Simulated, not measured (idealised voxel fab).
The following is a process module called voxel air gaps.
Pictured: cross-section cut, 265 nm wide, on a grid of 5 nm square cells.
Throughout this document, each cross-section is represented as a grid of square cells and is presented as a sequence of bands enumerated from the top downward, where a band comprises one or more rows of cells.
Each band's line starts with the height of the band's top and of its bottom, in nm. Then come its materials from left to right, each with its width in nm. One material with "all across" fills the band from edge to edge. "empty" is empty space.
Convention: height 0 is the level below which the wafer, as received, is all one material. The lowest band does not terminate at the bottom but continues downward, represented as "0 down".
It should be noted that a width expressed as "30..40" varies in equal increments from row to row of cells within the band, taking the value of the first number at the top row and that of the second number at the bottom row.
Reading "stayed the same" for a step: not a cell of the cross-section changed in it.
For the entry "Trapped cavities", the listed items are empty spaces with no open way to the top whose size is 8 cells or more; each item follows the pattern width x height at distance, where distance is from the left edge and all three are in nm.
Step line, after settings: the simulator's comment on this step.
overlay nm: for a step with a mask, the amount by which the mask lay right of where it was planned; a negative amount means left of it.

### List of planned process steps
1 op RECEIVE | material Si
2 op CONFORMAL_DEP | material SiO2 | thk nm 15
3 op CONFORMAL_DEP | material SiCN | thk nm 5
4 op DIRECTIONAL_DEP | material lowk | thk nm 35
5 op MASKED_ETCH | tone open | mask id LINES | width nm 20 | pitch nm 50 | etch materials lowk | depth nm 35 | overlay nm 0
6 op CONFORMAL_DEP | material TiN | thk nm 5
7 op FILL_DEP | material Ru | thk nm 5
8 op CMP | height nm 55
9 op EPI | material Ru | thk nm 10
10 op SELECTIVE_ETCH | etch materials lowk | depth nm 45
11 op CONFORMAL_DEP | material SiCN | thk nm 5

### First of two wafers, processed according to plan

### As-received wafer cross-section (after step 1)
  0 down  Si all across
  Trapped cavities: none

### Presented here is a cross-section of the wafer after step 2 has been performed
  15 to 0  SiO2 all across
  below 0: unchanged

### Presented here is a cross-section of the wafer after step 3 has been performed
  20 to 15  SiCN all across
  below 15: unchanged

### Presented here is a cross-section of the wafer after step 4 has been performed
  55 to 20  lowk all across
  below 20: unchanged

### Presented here is a cross-section of the wafer after step 5 has been performed
  55 to 20  70 nm lowk, 20 nm empty, 30 nm lowk, 20 nm empty, 30 nm lowk, 20 nm empty, 75 nm lowk
  below 20: unchanged

### Presented here is a cross-section of the wafer after step 6 has been performed
  60 to 55  75 nm TiN, 10 nm empty, 40 nm TiN, 10 nm empty, 40 nm TiN, 10 nm empty, 80 nm TiN
  55 to 25  70 nm lowk, 5 nm TiN, 10 nm empty, 5 nm TiN, 30 nm lowk, 5 nm TiN, 10 nm empty, 5 nm TiN, 30 nm lowk, 5 nm TiN, 10 nm empty, 5 nm TiN, 75 nm lowk
  25 to 20  70 nm lowk, 20 nm TiN, 30 nm lowk, 20 nm TiN, 30 nm lowk, 20 nm TiN, 75 nm lowk
  below 20: unchanged

### Presented here is a cross-section of the wafer after step 7 has been performed
  65 to 60  Ru all across
  60 to 55  75 nm TiN, 10 nm Ru, 40 nm TiN, 10 nm Ru, 40 nm TiN, 10 nm Ru, 80 nm TiN
  55 to 25  70 nm lowk, 5 nm TiN, 10 nm Ru, 5 nm TiN, 30 nm lowk, 5 nm TiN, 10 nm Ru, 5 nm TiN, 30 nm lowk, 5 nm TiN, 10 nm Ru, 5 nm TiN, 75 nm lowk
  below 25: unchanged

### Presented here is a cross-section of the wafer after step 8 has been performed
  55 to 25  70 nm lowk, 5 nm TiN, 10 nm Ru, 5 nm TiN, 30 nm lowk, 5 nm TiN, 10 nm Ru, 5 nm TiN, 30 nm lowk, 5 nm TiN, 10 nm Ru, 5 nm TiN, 75 nm lowk
  below 25: unchanged

### Presented here is a cross-section of the wafer after step 9 has been performed
  65 to 55  60 nm empty, 40 nm Ru, 10 nm empty, 40 nm Ru, 10 nm empty, 40 nm Ru, 65 nm empty
  below 55: unchanged

### Presented here is a cross-section of the wafer after step 10 has been performed
  65 to 55  60 nm empty, 40 nm Ru, 10 nm empty, 40 nm Ru, 10 nm empty, 40 nm Ru, 65 nm empty
  55 to 25  70 nm empty, 5 nm TiN, 10 nm Ru, 5 nm TiN, 30 nm empty, 5 nm TiN, 10 nm Ru, 5 nm TiN, 30 nm empty, 5 nm TiN, 10 nm Ru, 5 nm TiN, 75 nm empty
  25 to 20  70 nm empty, 20 nm TiN, 30 nm empty, 20 nm TiN, 30 nm empty, 20 nm TiN, 75 nm empty
  below 20: unchanged

### Presented here is a cross-section of the wafer after step 11 has been performed
  70 to 65  55 nm empty, 150 nm SiCN, 60 nm empty
  65 to 55  55 nm empty, 5 nm SiCN, 40 nm Ru, 10 nm SiCN, 40 nm Ru, 10 nm SiCN, 40 nm Ru, 5 nm SiCN, 60 nm empty
  55 to 50  55 nm empty, 15 nm SiCN, 5 nm TiN, 10 nm Ru, 5 nm TiN, 30 nm SiCN, 5 nm TiN, 10 nm Ru, 5 nm TiN, 30 nm SiCN, 5 nm TiN, 10 nm Ru, 5 nm TiN, 15 nm SiCN, 60 nm empty
  50 to 25  65 nm empty, 5 nm SiCN, 5 nm TiN, 10 nm Ru, 5 nm TiN, 5 nm SiCN, 20 nm empty, 5 nm SiCN, 5 nm TiN, 10 nm Ru, 5 nm TiN, 5 nm SiCN, 20 nm empty, 5 nm SiCN, 5 nm TiN, 10 nm Ru, 5 nm TiN, 5 nm SiCN, 70 nm empty
  25 to 20  70 nm SiCN, 20 nm TiN, 30 nm SiCN, 20 nm TiN, 30 nm SiCN, 20 nm TiN, 75 nm SiCN
  below 20: unchanged
  Trapped cavities: 20 x 25 at 95; 20 x 25 at 145

### Okay, second wafer. Nothing different at the start, nothing different in the plan, just one mistake somewhere in the running. As far as step 4, counting that step, it's the first wafer all over again

### Planned end of step 5: second wafer, cross-section
  55 to 20  75 nm lowk, 20 nm empty, 30 nm lowk, 20 nm empty, 30 nm lowk, 20 nm empty, 70 nm lowk
  below 20: unchanged

### Planned end of step 6: second wafer, cross-section
  60 to 55  80 nm TiN, 10 nm empty, 40 nm TiN, 10 nm empty, 40 nm TiN, 10 nm empty, 75 nm TiN
  55 to 25  75 nm lowk, 5 nm TiN, 10 nm empty, 5 nm TiN, 30 nm lowk, 5 nm TiN, 10 nm empty, 5 nm TiN, 30 nm lowk, 5 nm TiN, 10 nm empty, 5 nm TiN, 70 nm lowk
  25 to 20  75 nm lowk, 20 nm TiN, 30 nm lowk, 20 nm TiN, 30 nm lowk, 20 nm TiN, 70 nm lowk
  below 20: unchanged

### Planned end of step 7: second wafer, cross-section
  65 to 60  Ru all across
  60 to 55  80 nm TiN, 10 nm Ru, 40 nm TiN, 10 nm Ru, 40 nm TiN, 10 nm Ru, 75 nm TiN
  55 to 25  75 nm lowk, 5 nm TiN, 10 nm Ru, 5 nm TiN, 30 nm lowk, 5 nm TiN, 10 nm Ru, 5 nm TiN, 30 nm lowk, 5 nm TiN, 10 nm Ru, 5 nm TiN, 70 nm lowk
  below 25: unchanged

### Planned end of step 8: second wafer, cross-section
  55 to 25  75 nm lowk, 5 nm TiN, 10 nm Ru, 5 nm TiN, 30 nm lowk, 5 nm TiN, 10 nm Ru, 5 nm TiN, 30 nm lowk, 5 nm TiN, 10 nm Ru, 5 nm TiN, 70 nm lowk
  below 25: unchanged

### Planned end of step 9: second wafer, cross-section
  65 to 55  65 nm empty, 40 nm Ru, 10 nm empty, 40 nm Ru, 10 nm empty, 40 nm Ru, 60 nm empty
  below 55: unchanged

### Planned end of step 10: second wafer, cross-section
  65 to 55  65 nm empty, 40 nm Ru, 10 nm empty, 40 nm Ru, 10 nm empty, 40 nm Ru, 60 nm empty
  55 to 25  75 nm empty, 5 nm TiN, 10 nm Ru, 5 nm TiN, 30 nm empty, 5 nm TiN, 10 nm Ru, 5 nm TiN, 30 nm empty, 5 nm TiN, 10 nm Ru, 5 nm TiN, 70 nm empty
  25 to 20  75 nm empty, 20 nm TiN, 30 nm empty, 20 nm TiN, 30 nm empty, 20 nm TiN, 70 nm empty
  below 20: unchanged

### Planned end of step 11: second wafer, cross-section
  70 to 65  60 nm empty, 150 nm SiCN, 55 nm empty
  65 to 55  60 nm empty, 5 nm SiCN, 40 nm Ru, 10 nm SiCN, 40 nm Ru, 10 nm SiCN, 40 nm Ru, 5 nm SiCN, 55 nm empty
  55 to 50  60 nm empty, 15 nm SiCN, 5 nm TiN, 10 nm Ru, 5 nm TiN, 30 nm SiCN, 5 nm TiN, 10 nm Ru, 5 nm TiN, 30 nm SiCN, 5 nm TiN, 10 nm Ru, 5 nm TiN, 15 nm SiCN, 55 nm empty
  50 to 25  70 nm empty, 5 nm SiCN, 5 nm TiN, 10 nm Ru, 5 nm TiN, 5 nm SiCN, 20 nm empty, 5 nm SiCN, 5 nm TiN, 10 nm Ru, 5 nm TiN, 5 nm SiCN, 20 nm empty, 5 nm SiCN, 5 nm TiN, 10 nm Ru, 5 nm TiN, 5 nm SiCN, 65 nm empty
  25 to 20  75 nm SiCN, 20 nm TiN, 30 nm SiCN, 20 nm TiN, 30 nm SiCN, 20 nm TiN, 70 nm SiCN
  below 20: unchanged
  Trapped cavities: 20 x 25 at 100; 20 x 25 at 150
Misprocessing identified: planned and actual differ for step 5; actual: op MASKED_ETCH | tone open | mask id LINES | width nm 20 | pitch nm 50 | etch materials lowk | depth nm 35 | overlay nm 5
Matching per-material cell counts, mismatched positions: that is how the second wafer compares with the first at the end.
